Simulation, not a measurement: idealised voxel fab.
process module | voxel released beams
cross-section cut | 180 nm wide | cells 5 nm
A cross-section is a grid of square cells, given in bands from the top down. A band is one or more rows of cells.
Each band's line starts with the height of the band's top and of its bottom, in nm. Then come its materials from left to right, each with its width in nm. One material with "throughout" fills the band from edge to edge. "air" is empty space.
Height 0 is the level under which the wafer as received is all one material. The lowest band goes on downwards, as in "0 down".
A width such as "30 to 40" changes by the same amount from each row of cells to the next, from the band's top row to its bottom row.
"no change" after a step means that no cell of the cross-section changed.
closed voids: empty space of 8 cells or more with no open way to the top, each as width x height at its distance from the left edge, in nm
after a step's settings: what the simulator itself notes on the step
overlay nm, on a step with a mask: how far to the right of its planned place the mask lay; to the left if negative
plan
1 op RECEIVE | material Si
2 op CONFORMAL_DEP | material SiN | thk nm 5
3 op DIRECTIONAL_DEP | material SiO2 | thk nm 10
4 op DIRECTIONAL_DEP | material aC | thk nm 15
5 op PATTERN | tone open | mask id ANCHOR | material resist | width nm 40 | thk nm 35 | overlay nm -15
6 op DIRECTIONAL_ETCH | etch materials aC | depth nm 15
7 op STRIP | etch materials resist
8 op DIRECTIONAL_ETCH | etch materials SiO2 | depth nm 10
9 op STRIP | etch materials aC
10 op CONFORMAL_DEP | material W | thk nm 15
11 op DIRECTIONAL_DEP | material aC | thk nm 10
12 op PATTERN | tone cover | mask id BEAM | material resist | width nm 100 | thk nm 25 | overlay nm 0
13 op DIRECTIONAL_ETCH | etch materials aC | depth nm 10
14 op STRIP | etch materials resist
15 op DIRECTIONAL_ETCH | etch materials W | depth nm 15
16 op STRIP | etch materials aC
17 op STRIP | etch materials SiO2
varied across the wafers: overlay nm of step 5. The plan shows the first wafer's value. All wafers start alike
first wafer as received, after step 1
  0 down: Si throughout
  closed voids: none
each wafer at the end: cells of each material gained (+) or lost (-) since it was received, then its closed voids
overlay nm -15 | +36 SiN | +72 W | closed voids: none
overlay nm -10 | +36 SiN | +72 W | closed voids: none
overlay nm -5 | +36 SiN | +72 W | closed voids: none
overlay nm 0 | +36 SiN | +72 W | closed voids: none
overlay nm 5 | +36 SiN | +72 W | closed voids: none
overlay nm 10 | +36 SiN | +72 W | closed voids: none
overlay nm 15 | +36 SiN | +72 W | closed voids: none
